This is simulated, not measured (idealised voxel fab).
A process module follows: voxel released beams.
250 nm wide, 5 nm square cells: that's cross-section cut.
Just so we're on the same page, the cross-sections are grids of square cells, and they're listed out in bands top to bottom, each band one or more rows deep.
Band entry format. Leading values: height of top, height of bottom, nm. Remainder: materials in left-to-right order, each with its width in nm. Special words: "throughout" on a single material, which then fills the band edge to edge; "empty", empty space.
For the purposes of this specification, 0 denotes the height below which the wafer in its as-received condition is composed wholly of one material, and the lowermost band, lacking a lower limit, extends downward without end, as expressed in "z 0 and below".
A width such as "30->40" changes by the same amount from each row of cells to the next, from the band's top row to its bottom row.
A step reported as "no change" is a step in which no cell of the cross-section changed.
In "Closed-off voids" the enclosed voids are listed, meaning empty spaces of 8 cells or larger without any opening to the top. The form is width x height at distance, distance from the left edge, units nm.
after a step's settings: what the simulator itself notes on the step
overlay nm, on a step with a mask: how far to the right of its planned place the mask lay; to the left if negative

[Planned step list for the process]
1,RECEIVE, material Si
2,CONFORMAL_DEP, material Al2O3, thk nm 10
3,DIRECTIONAL_DEP, material SiO2, thk nm 15
4,MASKED_ETCH, tone open, mask id ANCHOR, width nm 25, etch materials SiO2, depth nm 15, overlay nm 0
5,CONFORMAL_DEP, material W, thk nm 10
6,DIRECTIONAL_DEP, material aC, thk nm 15
7,PATTERN, tone cover, mask id BEAM, material resist, width nm 100, thk nm 30, overlay nm 0
8,DIRECTIONAL_ETCH, etch materials aC, depth nm 15
9,STRIP, etch materials resist
10,DIRECTIONAL_ETCH, etch materials W, depth nm 10
11,STRIP, etch materials aC
12,STRIP, etch materials SiO2
Every wafer here starts from the same state; it is the step 7 width nm that distinguishes them, and the value the plan gives belongs to the first wafer.

[Cross-section, first of several wafers, as delivered after step 1]
z 0 and below | Si throughout
Closed-off voids: none

[For your reference, the table is organized with a row per wafer; each row reflects the wafer at the end of the module, indicating for each material the cells gained (+) or lost (-) since receipt, and thereafter its closed voids]
width nm 100; +100 Al2O3; +52 W; Closed-off voids: none
width nm 105; +100 Al2O3; +54 W; Closed-off voids: none
width nm 110; +100 Al2O3; +56 W; Closed-off voids: none
width nm 115; +100 Al2O3; +58 W; Closed-off voids: none
width nm 120; +100 Al2O3; +60 W; Closed-off voids: none
width nm 125; +100 Al2O3; +62 W; Closed-off voids: none
